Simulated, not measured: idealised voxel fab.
This section sets out a process module, namely voxel wiring stack.
Cross-section cut spans 205 nm and uses square cells 5 nm in size.
Cross-section format: a grid of square cells, given as bands from top to bottom; each band is one or more rows of cells.
Within each band entry, the heights of the top and of the bottom of the band appear first, in that order and in nm; the materials of the band then follow from left to right, each with its corresponding width in nm. The designation "all across" on a single material indicates that it fills the band from edge to edge; the designation "empty" indicates empty space.
Heights are expressed relative to 0, this being the level below which the as-received wafer comprises one material exclusively. The lowest band is unbounded in the downward direction and is denoted as in "0 down".
You'd read "30 to 40" like this: the band's top row of cells is as wide as the first number, its bottom row is as wide as the second, and going down, every row changes width by the same amount as the row before did.
"all unchanged" -> step changed no cross-section cell.
Each empty space that has no open way to the top and spans at least 8 cells appears under "Closed-off voids" as width x height at distance, the distance counted from the left edge, all in nm.
Read whatever lies past the settings on a step's line as the simulator's own remark about the step.
The setting "overlay nm" may be written on the line of a step. When the step uses a mask, the value reports how far to the right of the planned place the mask lay, and a negative value reports that it lay to the left.
Planned step list for the process:
1: RECEIVE,material Si
2: CONFORMAL_DEP,material SiO2,thk nm 10
3: CONFORMAL_DEP,material SiCN,thk nm 5
4: DIRECTIONAL_DEP,material lowk,thk nm 25
5: DIRECTIONAL_DEP,material aC,thk nm 15
6: PATTERN,tone open,mask id METAL_1,material resist,width nm 20,pitch nm 45,thk nm 35,overlay nm 0
7: DIRECTIONAL_ETCH,etch materials aC,depth nm 15
8: STRIP,etch materials resist
9: DIRECTIONAL_ETCH,etch materials lowk,depth nm 25
10: DIRECTIONAL_ETCH,etch materials SiCN,depth nm 5
11: STRIP,etch materials aC
12: CONFORMAL_DEP,material TiN,thk nm 5
13: FILL_DEP,material Ru,thk nm 5
14: CMP,height nm 40
15: CONFORMAL_DEP,material SiCN,thk nm 5
16: DIRECTIONAL_DEP,material lowk,thk nm 15
17: DIRECTIONAL_DEP,material aC,thk nm 10
18: PATTERN,tone open,mask id PLUG_1,material resist,width nm 15,thk nm 25,overlay nm 0
19: DIRECTIONAL_ETCH,etch materials aC,depth nm 10
20: STRIP,etch materials resist
21: DIRECTIONAL_ETCH,etch materials lowk,depth nm 15
22: DIRECTIONAL_ETCH,etch materials SiCN,depth nm 5
23: STRIP,etch materials aC
24: CONFORMAL_DEP,material TiN,thk nm 5
25: FILL_DEP,material Ru,thk nm 10
26: CMP,height nm 60
27: DIRECTIONAL_DEP,material TiN,thk nm 5
28: DIRECTIONAL_DEP,material Ru,thk nm 20
29: DIRECTIONAL_DEP,material aC,thk nm 10
30: PATTERN,tone cover,mask id METAL_2,material resist,width nm 20,pitch nm 45,thk nm 25,overlay nm 0
31: DIRECTIONAL_ETCH,etch materials aC,depth nm 10
32: STRIP,etch materials resist
33: DIRECTIONAL_ETCH,etch materials Ru,depth nm 20
34: DIRECTIONAL_ETCH,etch materials TiN,depth nm 5
35: STRIP,etch materials aC
36: CONFORMAL_DEP,material SiCN,thk nm 5
37: FILL_DEP,material lowk,thk nm 5
38: CMP,height nm 85
39: CONFORMAL_DEP,material SiCN,thk nm 5
40: DIRECTIONAL_DEP,material lowk,thk nm 10
41: PATTERN,tone open,mask id PLUG_2,material resist,width nm 15,pitch nm 45,thk nm 15,overlay nm 0
42: DIRECTIONAL_ETCH,etch materials lowk,depth nm 10
43: DIRECTIONAL_ETCH,etch materials SiCN,depth nm 5
44: STRIP,etch materials resist
45: CONFORMAL_DEP,material TiN,thk nm 5
46: FILL_DEP,material Cu,thk nm 5
47: CMP,height nm 100
48: DIRECTIONAL_DEP,material TiN,thk nm 5
49: DIRECTIONAL_DEP,material Ru,thk nm 15
50: DIRECTIONAL_DEP,material aC,thk nm 15
51: PATTERN,tone cover,mask id METAL_3,material resist,width nm 20,pitch nm 45,thk nm 30,overlay nm 0
52: DIRECTIONAL_ETCH,etch materials aC,depth nm 15
53: STRIP,etch materials resist
54: DIRECTIONAL_ETCH,etch materials Ru,depth nm 15
55: DIRECTIONAL_ETCH,etch materials TiN,depth nm 5
56: STRIP,etch materials aC
57: FILL_DEP,material lowk,thk nm 5
58: CMP,height nm 120
59: CONFORMAL_DEP,material SiN,thk nm 5
Cross-section of the wafer at receipt, which is the condition after step 1:
> 0 down: Si all across
> Closed-off voids: none
Wafer cross-section at end of module: start and plan as shown above, one execution error:
> 125 to 120: SiN all across
> 120 to 105: lowk: 70; Ru: 20; lowk: 25; Ru: 20; lowk: 70
> 105 to 100: lowk: 70; TiN: 20; lowk: 25; TiN: 20; lowk: 70
> 100 to 90: lowk: 70; TiN: 5; Cu: 5; TiN: 5; lowk: 30; TiN: 5; Cu: 5; TiN: 5; lowk: 75
> 90 to 85: SiCN: 70; TiN: 15; SiCN: 30; TiN: 15; SiCN: 75
> 85 to 65: lowk: 60; SiCN: 5; Ru: 30; SiCN: 5; lowk: 5; SiCN: 5; Ru: 30; SiCN: 5; lowk: 60
> 65 to 60: SiCN: 65; TiN: 30; SiCN: 15; TiN: 30; SiCN: 65
> 60 to 45: lowk: 70; TiN: 5; Ru: 5; TiN: 5; lowk: 120
> 45 to 40: SiCN: 70; TiN: 15; SiCN: 120
> 40 to 15: lowk: 70; TiN: 5; Ru: 10; TiN: 5; lowk: 25; TiN: 5; Ru: 10; TiN: 5; lowk: 70
> 15 to 10: SiCN: 70; TiN: 20; SiCN: 25; TiN: 20; SiCN: 70
> 10 to 0: SiO2 all across
> 0 down: Si all across
> Closed-off voids: none
Finding, execution versus plan: step 30 did not happen as planned, as run it was PATTERN,tone cover,mask id METAL_2,material resist,width nm 30,pitch nm 45,thk nm 25,overlay nm 0
